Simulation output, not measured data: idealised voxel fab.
process module | voxel wiring stack
cross-section cut | 240 nm wide | cells 5 nm
A cross-section is a grid of square cells, given in bands from the top down. A band is one or more rows of cells.
Each band's line starts with the height of the band's top and of its bottom, in nm. Then come its materials from left to right, each with its width in nm. One material with "throughout" fills the band from edge to edge. "air" is empty space.
Height 0 is the level under which the wafer as received is all one material. The lowest band goes on downwards, as in "0 down".
A width such as "30 to 40" changes by the same amount from each row of cells to the next, from the band's top row to its bottom row.
"no change" after a step means that no cell of the cross-section changed.
closed voids: empty space of 8 cells or more with no open way to the top, each as width x height at its distance from the left edge, in nm
after a step's settings: what the simulator itself notes on the step
overlay nm, on a step with a mask: how far to the right of its planned place the mask lay; to the left if negative
plan
1 op RECEIVE | material Si
2 op CONFORMAL_DEP | material SiO2 | thk nm 10
3 op CONFORMAL_DEP | material SiN | thk nm 5
4 op DIRECTIONAL_DEP | material lowk | thk nm 15
5 op DIRECTIONAL_DEP | material aC | thk nm 15
6 op PATTERN | tone open | mask id METAL_1 | material resist | width nm 30 | pitch nm 45 | thk nm 35 | overlay nm 0
7 op DIRECTIONAL_ETCH | etch materials aC | depth nm 15
8 op STRIP | etch materials resist
9 op DIRECTIONAL_ETCH | etch materials lowk | depth nm 15
10 op DIRECTIONAL_ETCH | etch materials SiN | depth nm 5
11 op STRIP | etch materials aC
12 op CONFORMAL_DEP | material TiN | thk nm 5
13 op FILL_DEP | material W | thk nm 10
14 op CMP | height nm 30
15 op EPI | material Ru | thk nm 5
16 op FILL_DEP | material SiCN | thk nm 5
17 op DIRECTIONAL_DEP | material SiO2 | thk nm 10
18 op DIRECTIONAL_DEP | material aC | thk nm 15
19 op PATTERN | tone open | mask id PLUG_1 | material resist | width nm 15 | pitch nm 45 | thk nm 30 | overlay nm 0
20 op DIRECTIONAL_ETCH | etch materials aC | depth nm 15
21 op STRIP | etch materials resist
22 op DIRECTIONAL_ETCH | etch materials SiO2 | depth nm 10
23 op DIRECTIONAL_ETCH | etch materials SiCN | depth nm 5
24 op STRIP | etch materials aC
25 op EPI | material Ru | thk nm 10
26 op EPI | material Ru | thk nm 5
27 op CONFORMAL_DEP | material SiN | thk nm 5
28 op DIRECTIONAL_DEP | material lowk | thk nm 25
29 op DIRECTIONAL_DEP | material aC | thk nm 10
30 op PATTERN | tone open | mask id METAL_2 | material resist | width nm 30 | pitch nm 45 | thk nm 25 | overlay nm 0
31 op DIRECTIONAL_ETCH | etch materials aC | depth nm 10
32 op STRIP | etch materials resist
33 op DIRECTIONAL_ETCH | etch materials lowk | depth nm 25
34 op DIRECTIONAL_ETCH | etch materials SiN | depth nm 5
35 op STRIP | etch materials aC
36 op CONFORMAL_DEP | material TiN | thk nm 5
37 op FILL_DEP | material W | thk nm 10
38 op CMP | height nm 80
39 op CONFORMAL_DEP | material SiCN | thk nm 5
first wafer, as planned
as received, after step 1
  0 down: Si throughout
  closed voids: none
after step 2
  10 to 0: SiO2 throughout
  below 0: unchanged
after step 3
  15 to 10: SiN throughout
  below 10: unchanged
after step 4
  30 to 15: lowk throughout
  below 15: unchanged
after step 5
  45 to 30: aC throughout
  below 30: unchanged
after step 6
  80 to 45: resist 80 | air 30 | resist 15 | air 30 | resist 85
  below 45: unchanged
after step 7
  65 to 45: resist 80 | air 30 | resist 15 | air 30 | resist 85
  45 to 30: aC 80 | air 30 | aC 15 | air 30 | aC 85
  below 30: unchanged
after step 8
  45 to 30: aC 80 | air 30 | aC 15 | air 30 | aC 85
  below 30: unchanged
after step 9
  45 to 30: aC 80 | air 30 | aC 15 | air 30 | aC 85
  30 to 15: lowk 80 | air 30 | lowk 15 | air 30 | lowk 85
  below 15: unchanged
after step 10
  45 to 30: aC 80 | air 30 | aC 15 | air 30 | aC 85
  30 to 15: lowk 80 | air 30 | lowk 15 | air 30 | lowk 85
  15 to 10: SiN 80 | air 30 | SiN 15 | air 30 | SiN 85
  below 10: unchanged
after step 11
  30 to 15: lowk 80 | air 30 | lowk 15 | air 30 | lowk 85
  below 15: unchanged
after step 12
  35 to 30: TiN 85 | air 20 | TiN 25 | air 20 | TiN 90
  30 to 15: lowk 80 | TiN 5 | air 20 | TiN 5 | lowk 15 | TiN 5 | air 20 | TiN 5 | lowk 85
  15 to 10: SiN 80 | TiN 30 | SiN 15 | TiN 30 | SiN 85
  below 10: unchanged
after step 13
  45 to 35: W throughout
  35 to 30: TiN 85 | W 20 | TiN 25 | W 20 | TiN 90
  30 to 15: lowk 80 | TiN 5 | W 20 | TiN 5 | lowk 15 | TiN 5 | W 20 | TiN 5 | lowk 85
  below 15: unchanged
after step 14
  30 to 15: lowk 80 | TiN 5 | W 20 | TiN 5 | lowk 15 | TiN 5 | W 20 | TiN 5 | lowk 85
  below 15: unchanged
after step 15
  35 to 30: air 75 | Ru 40 | air 5 | Ru 40 | air 80
  below 30: unchanged
after step 16
  40 to 35: SiCN throughout
  35 to 30: SiCN 75 | Ru 40 | SiCN 5 | Ru 40 | SiCN 80
  below 30: unchanged
after step 17
  50 to 40: SiO2 throughout
  below 40: unchanged
after step 18
  65 to 50: aC throughout
  below 50: unchanged
after step 19
  95 to 65: resist 80 | air 15 | resist 30 | air 15 | resist 100
  below 65: unchanged
after step 20
  80 to 65: resist 80 | air 15 | resist 30 | air 15 | resist 100
  65 to 50: aC 80 | air 15 | aC 30 | air 15 | aC 100
  below 50: unchanged
after step 21
  65 to 50: aC 80 | air 15 | aC 30 | air 15 | aC 100
  below 50: unchanged
after step 22
  65 to 50: aC 80 | air 15 | aC 30 | air 15 | aC 100
  50 to 40: SiO2 80 | air 15 | SiO2 30 | air 15 | SiO2 100
  below 40: unchanged
after step 23
  65 to 50: aC 80 | air 15 | aC 30 | air 15 | aC 100
  50 to 40: SiO2 80 | air 15 | SiO2 30 | air 15 | SiO2 100
  40 to 35: SiCN 80 | air 15 | SiCN 30 | air 15 | SiCN 100
  below 35: unchanged
after step 24
  50 to 40: SiO2 80 | air 15 | SiO2 30 | air 15 | SiO2 100
  below 40: unchanged
after step 25
  50 to 45: SiO2 80 | air 15 | SiO2 30 | air 15 | SiO2 100
  45 to 40: SiO2 80 | Ru 15 | SiO2 30 | Ru 15 | SiO2 100
  40 to 30: SiCN 80 to 75 | Ru 15 to 40 | SiCN 30 to 5 | Ru 15 to 40 | SiCN 100 to 80
  below 30: unchanged
after step 26
  50 to 40: SiO2 80 | Ru 15 | SiO2 30 | Ru 15 | SiO2 100
  below 40: unchanged
after step 27
  55 to 50: SiN throughout
  below 50: unchanged
after step 28
  80 to 55: lowk throughout
  below 55: unchanged
after step 29
  90 to 80: aC throughout
  below 80: unchanged
after step 30
  115 to 90: resist 80 | air 30 | resist 15 | air 30 | resist 85
  below 90: unchanged
after step 31
  105 to 90: resist 80 | air 30 | resist 15 | air 30 | resist 85
  90 to 80: aC 80 | air 30 | aC 15 | air 30 | aC 85
  below 80: unchanged
after step 32
  90 to 80: aC 80 | air 30 | aC 15 | air 30 | aC 85
  below 80: unchanged
after step 33
  90 to 80: aC 80 | air 30 | aC 15 | air 30 | aC 85
  80 to 55: lowk 80 | air 30 | lowk 15 | air 30 | lowk 85
  below 55: unchanged
after step 34
  90 to 80: aC 80 | air 30 | aC 15 | air 30 | aC 85
  80 to 55: lowk 80 | air 30 | lowk 15 | air 30 | lowk 85
  55 to 50: SiN 80 | air 30 | SiN 15 | air 30 | SiN 85
  below 50: unchanged
after step 35
  80 to 55: lowk 80 | air 30 | lowk 15 | air 30 | lowk 85
  below 55: unchanged
after step 36
  85 to 80: TiN 85 | air 20 | TiN 25 | air 20 | TiN 90
  80 to 55: lowk 80 | TiN 5 | air 20 | TiN 5 | lowk 15 | TiN 5 | air 20 | TiN 5 | lowk 85
  55 to 50: SiN 80 | TiN 30 | SiN 15 | TiN 30 | SiN 85
  below 50: unchanged
after step 37
  95 to 85: W throughout
  85 to 80: TiN 85 | W 20 | TiN 25 | W 20 | TiN 90
  80 to 55: lowk 80 | TiN 5 | W 20 | TiN 5 | lowk 15 | TiN 5 | W 20 | TiN 5 | lowk 85
  below 55: unchanged
after step 38
  80 to 55: lowk 80 | TiN 5 | W 20 | TiN 5 | lowk 15 | TiN 5 | W 20 | TiN 5 | lowk 85
  below 55: unchanged
after step 39
  85 to 80: SiCN throughout
  below 80: unchanged
second wafer: like start, like plan, one mistake. Through step 5 it matches the first wafer
when step 6 should have ended
  80 to 45: resist 90 | air 30 | resist 15 | air 30 | resist 75
  below 45: unchanged
when step 7 should have ended
  65 to 45: resist 90 | air 30 | resist 15 | air 30 | resist 75
  45 to 30: aC 90 | air 30 | aC 15 | air 30 | aC 75
  below 30: unchanged
when step 8 should have ended
  45 to 30: aC 90 | air 30 | aC 15 | air 30 | aC 75
  below 30: unchanged
when step 9 should have ended
  45 to 30: aC 90 | air 30 | aC 15 | air 30 | aC 75
  30 to 15: lowk 90 | air 30 | lowk 15 | air 30 | lowk 75
  below 15: unchanged
when step 10 should have ended
  45 to 30: aC 90 | air 30 | aC 15 | air 30 | aC 75
  30 to 15: lowk 90 | air 30 | lowk 15 | air 30 | lowk 75
  15 to 10: SiN 90 | air 30 | SiN 15 | air 30 | SiN 75
  below 10: unchanged
when step 11 should have ended
  30 to 15: lowk 90 | air 30 | lowk 15 | air 30 | lowk 75
  below 15: unchanged
when step 12 should have ended
  35 to 30: TiN 95 | air 20 | TiN 25 | air 20 | TiN 80
  30 to 15: lowk 90 | TiN 5 | air 20 | TiN 5 | lowk 15 | TiN 5 | air 20 | TiN 5 | lowk 75
  15 to 10: SiN 90 | TiN 30 | SiN 15 | TiN 30 | SiN 75
  below 10: unchanged
when step 13 should have ended
  45 to 35: W throughout
  35 to 30: TiN 95 | W 20 | TiN 25 | W 20 | TiN 80
  30 to 15: lowk 90 | TiN 5 | W 20 | TiN 5 | lowk 15 | TiN 5 | W 20 | TiN 5 | lowk 75
  below 15: unchanged
when step 14 should have ended
  30 to 15: lowk 90 | TiN 5 | W 20 | TiN 5 | lowk 15 | TiN 5 | W 20 | TiN 5 | lowk 75
  below 15: unchanged
when step 15 should have ended
  35 to 30: air 85 | Ru 40 | air 5 | Ru 40 | air 70
  below 30: unchanged
when step 16 should have ended
  40 to 35: SiCN throughout
  35 to 30: SiCN 85 | Ru 40 | SiCN 5 | Ru 40 | SiCN 70
  below 30: unchanged
when step 17 should have ended
  50 to 40: SiO2 throughout
  below 40: unchanged
when step 18 should have ended
  65 to 50: aC throughout
  below 50: unchanged
when step 19 should have ended
  95 to 65: resist 80 | air 15 | resist 30 | air 15 | resist 100
  below 65: unchanged
when step 20 should have ended
  80 to 65: resist 80 | air 15 | resist 30 | air 15 | resist 100
  65 to 50: aC 80 | air 15 | aC 30 | air 15 | aC 100
  below 50: unchanged
when step 21 should have ended
  65 to 50: aC 80 | air 15 | aC 30 | air 15 | aC 100
  below 50: unchanged
when step 22 should have ended
  65 to 50: aC 80 | air 15 | aC 30 | air 15 | aC 100
  50 to 40: SiO2 80 | air 15 | SiO2 30 | air 15 | SiO2 100
  below 40: unchanged
when step 23 should have ended
  65 to 50: aC 80 | air 15 | aC 30 | air 15 | aC 100
  50 to 40: SiO2 80 | air 15 | SiO2 30 | air 15 | SiO2 100
  40 to 35: SiCN 80 | air 15 | SiCN 30 | air 15 | SiCN 100
  below 35: unchanged
when step 24 should have ended
  50 to 40: SiO2 80 | air 15 | SiO2 30 | air 15 | SiO2 100
  below 40: unchanged
when step 25 should have ended
  50 to 45: SiO2 80 | air 15 | SiO2 30 | air 15 | SiO2 100
  45 to 40: SiO2 80 | Ru 15 | SiO2 30 | Ru 15 | SiO2 100
  40 to 30: SiCN 80 to 85 | Ru 15 to 40 | SiCN 30 to 5 | Ru 15 to 40 | SiCN 100 to 70
  below 30: unchanged
when step 26 should have ended
  50 to 40: SiO2 80 | Ru 15 | SiO2 30 | Ru 15 | SiO2 100
  below 40: unchanged
when step 27 should have ended
  55 to 50: SiN throughout
  below 50: unchanged
when step 28 should have ended
  80 to 55: lowk throughout
  below 55: unchanged
when step 29 should have ended
  90 to 80: aC throughout
  below 80: unchanged
when step 30 should have ended
  115 to 90: resist 80 | air 30 | resist 15 | air 30 | resist 85
  below 90: unchanged
when step 31 should have ended
  105 to 90: resist 80 | air 30 | resist 15 | air 30 | resist 85
  90 to 80: aC 80 | air 30 | aC 15 | air 30 | aC 85
  below 80: unchanged
when step 32 should have ended
  90 to 80: aC 80 | air 30 | aC 15 | air 30 | aC 85
  below 80: unchanged
when step 33 should have ended
  90 to 80: aC 80 | air 30 | aC 15 | air 30 | aC 85
  80 to 55: lowk 80 | air 30 | lowk 15 | air 30 | lowk 85
  below 55: unchanged
when step 34 should have ended
  90 to 80: aC 80 | air 30 | aC 15 | air 30 | aC 85
  80 to 55: lowk 80 | air 30 | lowk 15 | air 30 | lowk 85
  55 to 50: SiN 80 | air 30 | SiN 15 | air 30 | SiN 85
  below 50: unchanged
when step 35 should have ended
  80 to 55: lowk 80 | air 30 | lowk 15 | air 30 | lowk 85
  below 55: unchanged
when step 36 should have ended
  85 to 80: TiN 85 | air 20 | TiN 25 | air 20 | TiN 90
  80 to 55: lowk 80 | TiN 5 | air 20 | TiN 5 | lowk 15 | TiN 5 | air 20 | TiN 5 | lowk 85
  55 to 50: SiN 80 | TiN 30 | SiN 15 | TiN 30 | SiN 85
  below 50: unchanged
when step 37 should have ended
  95 to 85: W throughout
  85 to 80: TiN 85 | W 20 | TiN 25 | W 20 | TiN 90
  80 to 55: lowk 80 | TiN 5 | W 20 | TiN 5 | lowk 15 | TiN 5 | W 20 | TiN 5 | lowk 85
  below 55: unchanged
when step 38 should have ended
  80 to 55: lowk 80 | TiN 5 | W 20 | TiN 5 | lowk 15 | TiN 5 | W 20 | TiN 5 | lowk 85
  below 55: unchanged
when step 39 should have ended
  85 to 80: SiCN throughout
  below 80: unchanged
what went wrong: step 6 ran as: op PATTERN | tone open | mask id METAL_1 | material resist | width nm 30 | pitch nm 45 | thk nm 35 | overlay nm 10
at the end the second wafer has, in cells: as many of each material as the first, in other places
